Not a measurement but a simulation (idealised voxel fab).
Process module heading - voxel released beams
The cross-section shown here is cut; it is 250 nm wide and divided into square cells measuring 5 nm on a side.
Each cross-section below is a grid of square cells, stated as bands in top-down order, with one or more rows of cells making up each band.
A band entry consists of two parts. The first gives the height of the band's top and the height of its bottom, in nm. The rest lists the band's materials from left to right, each with its width in nm. A single material labelled with the word "edge to edge" fills the band from edge to edge, and the word "empty" marks empty space.
Where do heights start? At 0: under that level the wafer as delivered is made of one material only. And the lowest band has no floor; it just carries on downward, as in "top 0, no bottom".
Per-row width for "30..40": begins at first number (top row of band), ends at second number (bottom row), increment between rows held constant.
Step note "remained unchanged" = no cross-section cell changed.
"Sealed cavities" - sealed voids, min. 8 cells, no opening to top; format: width x height at distance (distance from left edge; nm throughout).
Past the settings on a step's line: simulator remark, on that step.
overlay nm: where the mask lay relative to plan, measured to the right, on steps with a mask; negatives go left.

The following list gives the planned process steps:
step 1: RECEIVE, material Si
step 2: CONFORMAL_DEP, material SiN, thk nm 10
step 3: DIRECTIONAL_DEP, material SiO2, thk nm 15
step 4: MASKED_ETCH, tone open, mask id ANCHOR, width nm 35, etch materials SiO2, depth nm 15, overlay nm 0
step 5: CONFORMAL_DEP, material W, thk nm 15
step 6: PATTERN, tone cover, mask id BEAM, material resist, width nm 110, thk nm 15, overlay nm 0
step 7: DIRECTIONAL_ETCH, etch materials W, depth nm 15
step 8: STRIP, etch materials resist
step 9: STRIP, etch materials SiO2

Cross-section of the wafer upon arrival, representing the state reached after step 1:
* top 0, no bottom = Si edge to edge
* Sealed cavities: none

Module complete, cross-section. Starting point and plan per above. One mistake made in running the module:
* top 40, bottom 25 = empty=65 | W=110 | empty=75
* top 25, bottom 15 = SiN edge to edge
* top 15, bottom 0 = SiO2 edge to edge
* top 0, no bottom = Si edge to edge
* Sealed cavities: none
Deviation from plan: contrary to the plan, steps 2 and 3 were processed in exchanged order
